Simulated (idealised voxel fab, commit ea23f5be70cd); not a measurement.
Documented hereafter: the process module known as voxel ribs on slabs.
Pictured: cross-section cut, 155 nm wide, on a grid of 5 nm square cells.
Cross-section layout: square cells on a grid; listed as bands, top to bottom; a band spans one or more cell rows. First you get the band's top height and its bottom height, in nm, and then the materials it's made of, left to right, with each width in nm. If you see a single material with "full width", that one covers the band edge to edge. "blank" is empty space. Height is counted from the level 0, under which the received wafer is composed throughout of one material. The lowest of the bands is not closed at the bottom but continues downward, in the notation "0 and below". Note: "30 to 40" means the width goes from the first number (top row of the band) to the second number (bottom row) in equal steps per row of cells. Key: "no alteration" - step with no changed cell in the cross-section. Closed void list: empty space of 8 cells or more with no open way to the top, each as width x height at its distance from the left edge, in nm. Past the settings on a step's line: simulator remark, on that step. "overlay nm", when on a step's line for a step with a mask, measures how far to the right of its planned place the mask lay; a negative measure means to the left.
## Set out below are the planned steps of the process
1: RECEIVE,material Si
2: DIRECTIONAL_DEP,material SiO2,thk nm 30
3: DIRECTIONAL_DEP,material polySi,thk nm 25
4: PATTERN,tone cover,mask id RIB,material resist,width nm 30,thk nm 15,overlay nm 0
5: DIRECTIONAL_ETCH,etch materials polySi,depth nm 10
6: STRIP,etch materials resist
7: MASKED_ETCH,tone cover,mask id SLAB,width nm 60,etch materials polySi,depth nm 15,overlay nm 0
8: FILL_DEP,material SiO2,thk nm 25
9: CMP,height nm 70
10: DIRECTIONAL_DEP,material W,thk nm 10
11: PATTERN,tone cover,mask id HEATER,material resist,width nm 40,thk nm 15,overlay nm 0
12: DIRECTIONAL_ETCH,etch materials W,depth nm 10
13: STRIP,etch materials resist
14: CONFORMAL_DEP,material SiO2,thk nm 10
## First wafer out of two, processed as planned
## This is the cross-section of the wafer as we received it, i.e. after step 1
	0 and below: Si full width
	Closed void list: none
## Wafer xsec, post step 2
	30 down to 0: SiO2 full width
	Everything under 0 stays put, no change at all.
## Wafer xsec, post step 3
	55 down to 30: polySi full width
	Everything under 30 stays put, no change at all.
## Wafer xsec, post step 4
	70 down to 55: blank 60, then resist 30, then blank 65
	Everything under 55 stays put, no change at all.
## Wafer xsec, post step 5
	70 down to 55: blank 60, then resist 30, then blank 65
	55 down to 45: blank 60, then polySi 30, then blank 65
	Everything under 45 stays put, no change at all.
## Wafer xsec, post step 6
	55 down to 45: blank 60, then polySi 30, then blank 65
	Everything under 45 stays put, no change at all.
## Wafer xsec, post step 7
	55 down to 45: blank 60, then polySi 30, then blank 65
	45 down to 30: blank 45, then polySi 60, then blank 50
	Everything under 30 stays put, no change at all.
## Wafer xsec, post step 8
	80 down to 55: SiO2 full width
	55 down to 45: SiO2 60, then polySi 30, then SiO2 65
	45 down to 30: SiO2 45, then polySi 60, then SiO2 50
	Everything under 30 stays put, no change at all.
## Wafer xsec, post step 9
	70 down to 55: SiO2 full width
	Everything under 55 stays put, no change at all.
## Wafer xsec, post step 10
	80 down to 70: W full width
	Everything under 70 stays put, no change at all.
## Wafer xsec, post step 11
	95 down to 80: blank 55, then resist 40, then blank 60
	Everything under 80 stays put, no change at all.
## Wafer xsec, post step 12
	95 down to 80: blank 55, then resist 40, then blank 60
	80 down to 70: blank 55, then W 40, then blank 60
	Everything under 70 stays put, no change at all.
## Wafer xsec, post step 13
	80 down to 70: blank 55, then W 40, then blank 60
	Everything under 70 stays put, no change at all.
## Wafer xsec, post step 14
	90 down to 80: blank 45, then SiO2 60, then blank 50
	80 down to 70: SiO2 55, then W 40, then SiO2 60
	Everything under 70 stays put, no change at all.
## Second wafer, same starting state and plan as the first, one mistake in the run, identical through step 6
## Cross-section, second wafer, at the end time the plan gives for step 7
	45 down to 40: polySi 45, then blank 60, then polySi 50
	40 down to 30: polySi 45, then blank 15, then polySi 30, then blank 15, then polySi 50
	Everything under 30 stays put, no change at all.
## Cross-section, second wafer, at the end time the plan gives for step 8
	70 down to 45: SiO2 full width
	45 down to 40: polySi 45, then SiO2 60, then polySi 50
	40 down to 30: polySi 45, then SiO2 15, then polySi 30, then SiO2 15, then polySi 50
	Everything under 30 stays put, no change at all.
Cross-section, second wafer, at the end time the plan gives for step 9: no alteration
## Cross-section, second wafer, at the end time the plan gives for step 10
	80 down to 70: W full width
	Everything under 70 stays put, no change at all.
## Cross-section, second wafer, at the end time the plan gives for step 11
	95 down to 80: blank 55, then resist 40, then blank 60
	Everything under 80 stays put, no change at all.
## Cross-section, second wafer, at the end time the plan gives for step 12
	95 down to 80: blank 55, then resist 40, then blank 60
	80 down to 70: blank 55, then W 40, then blank 60
	Everything under 70 stays put, no change at all.
## Cross-section, second wafer, at the end time the plan gives for step 13
	80 down to 70: blank 55, then W 40, then blank 60
	Everything under 70 stays put, no change at all.
## Cross-section, second wafer, at the end time the plan gives for step 14
	90 down to 80: blank 45, then SiO2 60, then blank 50
	80 down to 70: SiO2 55, then W 40, then SiO2 60
	Everything under 70 stays put, no change at all.
Which mistake was made when the wafer was run? step 7: run off-plan, actual operation and settings MASKED_ETCH,tone open,mask id SLAB,width nm 60,etch materials polySi,depth nm 15,overlay nm 0
End of process, cell counts, second wafer against first, materials with more or fewer: SiO2 -21; polySi +21
